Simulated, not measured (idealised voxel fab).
Title: Process Module voxel double patterning
For reference, the cross-section in this document is cut, with width 235 nm and square cells of 5 nm.
Heads up, the way a cross-section reads in here is a grid of square cells, handed over as bands from the top down, with every band being one or more rows of cells.
Top, bottom (nm), then materials left to right with widths (nm); lone material tagged "edge to edge" fills the whole band edge to edge; "empty" = empty space.
The reference from which all heights are counted is 0, the level beneath which the as-received wafer is entirely one material; the lowest band, having no lower bound, proceeds downward and is written after the example "z 0 and below".
The notation "30..40" denotes a width that varies across the rows of cells in the band, beginning at the first number in the top row, finishing at the second number in the bottom row, and changing by an identical amount from each row to the next.
You'll sometimes find "no change occurred" written for a step, and that's the way of saying that nowhere in the cross-section did a cell change during that step.
What "Closed-off voids" gives you is every empty space of 8 cells or more that is cut off from the top. Each appears as width x height at distance, with the distance taken from the left edge and width, height and distance all in nm.
Read whatever lies past the settings on a step's line as the simulator's own remark about the step.
If you see "overlay nm" on a step's line and that step has a mask, it's telling you how far right of where it was planned the mask ended up; a negative number means it went left instead.
[Steps planned for the process]
- 1: RECEIVE (material Si)
- 2: CONFORMAL_DEP (material SiO2; thk nm 5)
- 3: DIRECTIONAL_DEP (material W; thk nm 15)
- 4: DIRECTIONAL_DEP (material SiCN; thk nm 10)
- 5: PATTERN (tone open; mask id FIRST; material resist; width nm 15; pitch nm 50; thk nm 20; overlay nm 0)
- 6: DIRECTIONAL_ETCH (etch materials SiCN; depth nm 10)
- 7: STRIP (etch materials resist)
- 8: MASKED_ETCH (tone open; mask id SECOND; width nm 15; pitch nm 50; etch materials SiCN; depth nm 10; overlay nm 0)
- 9: DIRECTIONAL_ETCH (etch materials W; depth nm 15)
- 10: STRIP (etch materials SiCN)
[As-received wafer cross-section (after step 1)]
    z 0 and below: Si edge to edge
    Closed-off voids: none
[Below is the wafer in cross-section after the module was completed. It began from the starting point shown above and followed the plan shown above, except that one mistake was made while running it]
    z 20 to 5: 55 W / 25 empty / 5 W / 15 empty / 5 W / 25 empty / 5 W / 15 empty / 5 W / 25 empty / 55 W
    z 5 to 0: SiO2 edge to edge
    z 0 and below: Si edge to edge
    Closed-off voids: none
Which mistake was made when the wafer was run? step 5 ran differently from the plan; actual operation with settings: PATTERN (tone open; mask id FIRST; material resist; width nm 25; pitch nm 50; thk nm 20; overlay nm 0)
